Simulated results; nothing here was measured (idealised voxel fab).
Module name: voxel air gaps (process module)
In the cross-section labelled cut, the width is 250 nm and each square cell is 5 nm.
If you're reading a cross-section in this doc, picture square cells in a grid; it comes to you as bands, top ones listed first down to the bottom, and a band can be one or more rows of cells.
The entry gives the band's vertical extent as a top height and a bottom height in nm, then its horizontal make-up as materials from left to right, each with a width in nm. "air" stands for empty space; a single material marked "all across" fills the band edge to edge.
All heights in this document are referenced to 0, defined as the level beneath which the wafer, as received, consists entirely of one material. The lowest band is not bounded below; it extends indefinitely downward and is written in the form "from 0 down".
Note: "30..40" means the width goes from the first number (top row of the band) to the second number (bottom row) in equal steps per row of cells.
Where a step carries "nothing different", the cross-section came out of it unchanged, cell for cell.
Any empty space of 8 cells or more lacking an open way to the top shows up in "Completely enclosed voids" as width x height at distance, distance from the left edge, in nm.
Note: text after step settings on the step line = simulator remark on that step.
"overlay nm" on a masked step: distance the mask lay right of its planned place, negative for left.
List of planned process steps:
1,RECEIVE | material Si
2,CONFORMAL_DEP | material SiO2 | thk nm 15
3,CONFORMAL_DEP | material SiN | thk nm 5
4,DIRECTIONAL_DEP | material SiO2 | thk nm 40
5,DIRECTIONAL_DEP | material aC | thk nm 15
6,PATTERN | tone open | mask id LINES | material resist | width nm 15 | pitch nm 40 | thk nm 35 | overlay nm 0
7,DIRECTIONAL_ETCH | etch materials aC | depth nm 15
8,STRIP | etch materials resist
9,DIRECTIONAL_ETCH | etch materials SiO2 | depth nm 40
10,STRIP | etch materials aC
11,CONFORMAL_DEP | material TiN | thk nm 5
12,FILL_DEP | material Cu | thk nm 5
13,CMP | height nm 60
14,EPI | material Ru | thk nm 10
15,SELECTIVE_ETCH | etch materials SiO2 | depth nm 50
16,CONFORMAL_DEP | material SiCN | thk nm 5
This is the cross-section of the wafer as we received it, i.e. after step 1:
	from 0 down | Si all across
	Completely enclosed voids: none
Cross-section: first of two wafers, module finished, run according to plan:
	from 75 to 70 | air 60, then SiCN 125, then air 65
	from 70 to 60 | air 60, then SiCN 5, then Ru 35, then SiCN 5, then Ru 35, then SiCN 5, then Ru 35, then SiCN 5, then air 65
	from 60 to 55 | air 60, then SiCN 15, then TiN 5, then Cu 5, then TiN 5, then SiCN 25, then TiN 5, then Cu 5, then TiN 5, then SiCN 25, then TiN 5, then Cu 5, then TiN 5, then SiCN 15, then air 65
	from 55 to 25 | air 70, then SiCN 5, then TiN 5, then Cu 5, then TiN 5, then SiCN 5, then air 15, then SiCN 5, then TiN 5, then Cu 5, then TiN 5, then SiCN 5, then air 15, then SiCN 5, then TiN 5, then Cu 5, then TiN 5, then SiCN 5, then air 75
	from 25 to 20 | SiCN 75, then TiN 15, then SiCN 25, then TiN 15, then SiCN 25, then TiN 15, then SiCN 80
	from 20 to 15 | SiN all across
	from 15 to 0 | SiO2 all across
	from 0 down | Si all across
	Completely enclosed voids: 15 x 30 at 95; 15 x 30 at 135
Same start, same plan as the first wafer - but one mistake in the run. Cross-section of the second of the two at the end of the module:
	from 75 to 70 | air 60, then SiCN 125, then air 65
	from 70 to 60 | air 60, then SiCN 5, then Ru 35, then SiCN 5, then Ru 35, then SiCN 5, then Ru 35, then SiCN 5, then air 65
	from 60 to 55 | air 60, then SiCN 15, then TiN 5, then Cu 5, then TiN 5, then SiCN 25, then TiN 5, then Cu 5, then TiN 5, then SiCN 25, then TiN 5, then Cu 5, then TiN 5, then SiCN 15, then air 65
	from 55 to 40 | air 70, then SiCN 5, then TiN 5, then Cu 5, then TiN 5, then SiCN 5, then air 15, then SiCN 5, then TiN 5, then Cu 5, then TiN 5, then SiCN 5, then air 15, then SiCN 5, then TiN 5, then Cu 5, then TiN 5, then SiCN 5, then air 75
	from 40 to 35 | SiCN 75, then TiN 15, then SiCN 25, then TiN 15, then SiCN 25, then TiN 15, then SiCN 80
	from 35 to 30 | SiN all across
	from 30 to 0 | SiO2 all across
	from 0 down | Si all across
	Completely enclosed voids: 15 x 15 at 95; 15 x 15 at 135
The plan and the run diverged here: plan step 2 was conducted twice
Count the cells at the end and the second wafer has more or fewer of some materials than the first: Cu: 9 fewer; SiCN: 18 fewer; SiO2: 150 more; TiN: 18 fewer
